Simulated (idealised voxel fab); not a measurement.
You're looking at the process module voxel ribs on slabs.
Xsec cut, 275 nm wide, square cell size 5 nm.
A cross-section in this document is a grid of square cells, and it is written down as bands, the top band listed before the ones below it; a band is made up of one or more rows of cells.
Per band: top height and bottom height in nm, followed by the left-to-right materials and their widths in nm; "all across" marks a single material spanning edge to edge, "blank" marks empty space.
Zero point of the height axis is 0; under it, received wafer = one material. Lowest band: continues down indefinitely, "0 nm and below".
Quick explanation for "30->40": the width changes in equal steps down the rows of cells, from the first number in the band's top row to the second number in its bottom row.
When a step is marked "no alterations made", none of the cells in the cross-section changed during that step.
The label "Closed void register" introduces a list of the empty spaces, 8 cells or larger, that have no open way up to the top; each entry in it reads width x height at distance, where the distance is taken from the left edge and all three are stated in nm.
Formally, on a step line, whatever follows the settings is a remark that the simulator itself makes on the step.
If you see "overlay nm" on a step's line and that step has a mask, it's telling you how far right of where it was planned the mask ended up; a negative number means it went left instead.
The following list gives the planned process steps:
1. RECEIVE,material Si
2. DIRECTIONAL_DEP,material SiO2,thk nm 25
3. DIRECTIONAL_DEP,material SiN,thk nm 15
4. MASKED_ETCH,tone cover,mask id RIB,width nm 15,etch materials SiN,depth nm 10,overlay nm 0
5. PATTERN,tone cover,mask id SLAB,material resist,width nm 55,thk nm 20,overlay nm 0
6. DIRECTIONAL_ETCH,etch materials SiN,depth nm 5
7. STRIP,etch materials resist
8. FILL_DEP,material SiO2,thk nm 15
9. CMP,height nm 50
10. DIRECTIONAL_DEP,material TiN,thk nm 10
11. PATTERN,tone cover,mask id HEATER,material resist,width nm 25,thk nm 15,overlay nm 0
12. DIRECTIONAL_ETCH,etch materials TiN,depth nm 10
13. STRIP,etch materials resist
14. CONFORMAL_DEP,material SiN,thk nm 5
As-received wafer cross-section (after step 1):
  0 nm and below = Si all across
  Closed void register: none
Cross-section, end of module. Start: as above. Plan: as above. Execution: one mistake:
  65 nm to 60 nm = blank=120; SiN=35; blank=120
  60 nm to 55 nm = blank=120; SiN=5; TiN=25; SiN=5; blank=120
  55 nm to 50 nm = SiN=125; TiN=25; SiN=125
  50 nm to 40 nm = SiO2=130->110; SiN=15->55; SiO2=130->110
  40 nm to 25 nm = SiN all across
  25 nm to 0 nm = SiO2 all across
  0 nm and below = Si all across
  Closed void register: none
It is concluded that the wafer was processed incorrectly with respect to the plan, in that step 3 of the plan was carried out twice
